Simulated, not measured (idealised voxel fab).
This is a process module. Its name is voxel transistor to metal.
Section shown: cut. Width: 160 nm. Cell size: 5 nm, square.
Heads up, the way a cross-section reads in here is a grid of square cells, handed over as bands from the top down, with every band being one or more rows of cells. Look at the band entry: it leads with the top's height and the bottom's height in nm. Then it lists the materials left to right, with a width in nm for each. The word "everywhere" on a single material says that material fills the band edge to edge. The word "empty" is empty space. A quick word on heights: they are counted from 0, and under that level the wafer as it came to us is one material throughout. The lowest band is different from the rest in having no bottom; it simply continues downward, written as in "from 0 down". When a width is written as two numbers, as in "30..40", the first number is the width in the top row of cells of the band and the second is the width in its bottom row, and the width changes by the same amount from each row to the next. Basically "nothing got changed" means that step didn't change any cell in the cross-section. Heads up: "Cavities, closed" only lists the empty pockets with no open path to the top that are 8 cells or more, and it writes them as width x height at distance, distance from the left edge, in nm. On each step's line, the part that comes after the settings is the simulator's own comment on the step. The line of a step may include "overlay nm". On a step with a mask, this value is how far to the right of its planned place the mask lay. A negative value means the mask lay to the left.
Process steps (planned):
step 1: RECEIVE with material Si
step 2: CONFORMAL_DEP with material SiO2, thk nm 5
step 3: CONFORMAL_DEP with material SiN, thk nm 15
step 4: DIRECTIONAL_DEP with material aC, thk nm 10
step 5: PATTERN with tone cover, mask id ACTIVE, material resist, width nm 90, thk nm 30, overlay nm 0
step 6: DIRECTIONAL_ETCH with etch materials aC, depth nm 10
step 7: STRIP with etch materials resist
step 8: DIRECTIONAL_ETCH with etch materials SiN, depth nm 15
step 9: DIRECTIONAL_ETCH with etch materials SiO2, depth nm 5
step 10: DIRECTIONAL_ETCH with etch materials Si, depth nm 35
step 11: STRIP with etch materials aC
step 12: FILL_DEP with material SiO2, thk nm 5
step 13: CMP with height nm 20
step 14: SELECTIVE_ETCH with etch materials SiO2, depth nm 10
step 15: STRIP with etch materials SiN
step 16: SELECTIVE_ETCH with etch materials SiO2, depth nm 5
step 17: OXIDIZE with depth nm 5
step 18: DIRECTIONAL_DEP with material polySi, thk nm 20
step 19: DIRECTIONAL_DEP with material SiCN, thk nm 10
step 20: PATTERN with tone cover, mask id GATE, material resist, width nm 20, thk nm 20, overlay nm -15
step 21: DIRECTIONAL_ETCH with etch materials SiCN, depth nm 20
step 22: DIRECTIONAL_ETCH with etch materials polySi, depth nm 30
step 23: STRIP with etch materials resist
step 24: CONFORMAL_DEP with material SiN, thk nm 5
step 25: DIRECTIONAL_ETCH with etch materials SiN, depth nm 5
step 26: DIRECTIONAL_ETCH with etch materials SiO2, depth nm 5
step 27: DIRECTIONAL_ETCH with etch materials Si, depth nm 10
step 28: EPI with material SiGe, thk nm 10
step 29: FILL_DEP with material SiO2, thk nm 10
step 30: CMP with height nm 30
step 31: DIRECTIONAL_DEP with material SiO2, thk nm 15
step 32: MASKED_ETCH with tone open, mask id CONTACT, width nm 15, pitch nm 65, etch materials SiO2, depth nm 50, overlay nm 0
step 33: CONFORMAL_DEP with material TiN, thk nm 5
step 34: FILL_DEP with material W, thk nm 5
step 35: CMP with height nm 45
step 36: DIRECTIONAL_DEP with material TiN, thk nm 5
step 37: DIRECTIONAL_DEP with material Ru, thk nm 15
step 38: MASKED_ETCH with tone cover, mask id METAL_1, width nm 15, pitch nm 65, etch materials Ru, depth nm 15, overlay nm 0
step 39: MASKED_ETCH with tone cover, mask id METAL_1, width nm 15, pitch nm 65, etch materials TiN, depth nm 5, overlay nm 0
step 40: FILL_DEP with material lowk, thk nm 5
step 41: CMP with height nm 65
step 42: CONFORMAL_DEP with material SiCN, thk nm 5
step 43: DIRECTIONAL_DEP with material lowk, thk nm 25
step 44: MASKED_ETCH with tone open, mask id METAL_2, width nm 15, pitch nm 65, etch materials lowk, depth nm 15, overlay nm 0
step 45: PATTERN with tone open, mask id METAL_2_HOLES, material resist, width nm 15, pitch nm 65, thk nm 20, overlay nm 0
step 46: DIRECTIONAL_ETCH with etch materials lowk, depth nm 10
step 47: DIRECTIONAL_ETCH with etch materials SiCN, depth nm 5
step 48: STRIP with etch materials resist
step 49: CONFORMAL_DEP with material TiN, thk nm 5
step 50: FILL_DEP with material Cu, thk nm 10
step 51: CMP with height nm 95
step 52: CONFORMAL_DEP with material SiCN, thk nm 5
Quick note for whoever runs this: the wafers start identical, but the overlay nm at step 20 isn't the same across them. The plan just shows what the first wafer had.
First of several wafers (as received, post step 1), cross-sectional view:
> from 0 down: Si everywhere
> Cavities, closed: none
Per wafer, end of module: cells gained (+) or lost (-) per material since receipt, then closed voids:
overlay nm -15, +10 Cu, +18 Ru, -140 Si, +66 SiCN, +32 SiGe, +14 SiN, +309 SiO2, +70 TiN, +11 W, +234 lowk, +16 polySi, Cavities, closed: none
overlay nm -10, +10 Cu, +18 Ru, -140 Si, +66 SiCN, +32 SiGe, +14 SiN, +302 SiO2, +72 TiN, +16 W, +234 lowk, +16 polySi, Cavities, closed: none
overlay nm -5, +10 Cu, +18 Ru, -140 Si, +66 SiCN, +32 SiGe, +14 SiN, +300 SiO2, +74 TiN, +16 W, +234 lowk, +16 polySi, Cavities, closed: none
overlay nm 0, +10 Cu, +18 Ru, -140 Si, +66 SiCN, +32 SiGe, +14 SiN, +298 SiO2, +74 TiN, +18 W, +234 lowk, +16 polySi, Cavities, closed: none
overlay nm 5, +10 Cu, +18 Ru, -140 Si, +66 SiCN, +32 SiGe, +14 SiN, +300 SiO2, +74 TiN, +16 W, +234 lowk, +16 polySi, Cavities, closed: none
overlay nm 10, +10 Cu, +18 Ru, -140 Si, +66 SiCN, +32 SiGe, +14 SiN, +302 SiO2, +72 TiN, +16 W, +234 lowk, +16 polySi, Cavities, closed: none
overlay nm 15, +10 Cu, +18 Ru, -140 Si, +66 SiCN, +32 SiGe, +14 SiN, +309 SiO2, +70 TiN, +11 W, +234 lowk, +16 polySi, Cavities, closed: none
